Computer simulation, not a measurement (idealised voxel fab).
Process module heading - voxel quadruple lines
cross-section cut | 175 nm wide | cells 5 nm
The cross-sections in this document take the form of a grid made of square cells. They are written out as bands, in order from top to bottom. Each band consists of one or more rows of cells.
What a band's entry tells you: where the top is and where the bottom is, as heights in nm, and after that what lies inside, material by material from left to right, each with its width in nm. Empty space is written as the word "blank", and a single material marked with the word "everywhere" occupies the band from edge to edge.
Convention: height 0 is the level below which the wafer, as received, is all one material. The lowest band does not terminate at the bottom but continues downward, represented as "0 nm and below".
Note: "30->40" means the width goes from the first number (top row of the band) to the second number (bottom row) in equal steps per row of cells.
You'll sometimes find "left unchanged" written for a step, and that's the way of saying that nowhere in the cross-section did a cell change during that step.
"Tabulated closed voids": sealed empty spaces, 8 cells or more, no open way to top, listed width x height at distance, with distance from the left edge and width, height and distance in nm.
Formally, on a step line, whatever follows the settings is a remark that the simulator itself makes on the step.
"overlay nm" on a masked step: distance the mask lay right of its planned place, negative for left.

## Here's what the planned process steps look like
step 1: RECEIVE [material Si]
step 2: CONFORMAL_DEP [material SiO2] [thk nm 5]
step 3: DIRECTIONAL_DEP [material TiN] [thk nm 15]
step 4: DIRECTIONAL_DEP [material polySi] [thk nm 15]
step 5: DIRECTIONAL_DEP [material aC] [thk nm 20]
step 6: PATTERN [tone cover] [mask id MANDREL] [material resist] [width nm 35] [thk nm 30] [overlay nm 0]
step 7: DIRECTIONAL_ETCH [etch materials aC] [depth nm 20]
step 8: STRIP [etch materials resist]
step 9: CONFORMAL_DEP [material SiO2] [thk nm 15]
step 10: DIRECTIONAL_ETCH [etch materials SiO2] [depth nm 15]
step 11: STRIP [etch materials aC]
step 12: DIRECTIONAL_ETCH [etch materials polySi] [depth nm 15]
step 13: STRIP [etch materials SiO2]
step 14: CONFORMAL_DEP [material SiCN] [thk nm 10]
step 15: DIRECTIONAL_ETCH [etch materials SiCN] [depth nm 10]
step 16: STRIP [etch materials polySi]
step 17: DIRECTIONAL_ETCH [etch materials TiN] [depth nm 15]
step 18: STRIP [etch materials SiCN]
step 19: FILL_DEP [material SiO2] [thk nm 5]
step 20: CMP [height nm 20]

## Cross-sectional view of the wafer in its as-received condition, corresponding to the state after step 1
- 0 nm and below: Si everywhere
- Tabulated closed voids: none

## One mistake in running the module, otherwise start and plan as above: cross-section at the end
- 20 nm to 15 nm: SiO2 everywhere
- 15 nm to 0 nm: 45 SiO2; 10 TiN; 15 SiO2; 10 TiN; 15 SiO2; 10 TiN; 15 SiO2; 10 TiN; 45 SiO2
- 0 nm and below: Si everywhere
- Tabulated closed voids: none
Processing error: step 2 from the plan never happened, it was just skipped
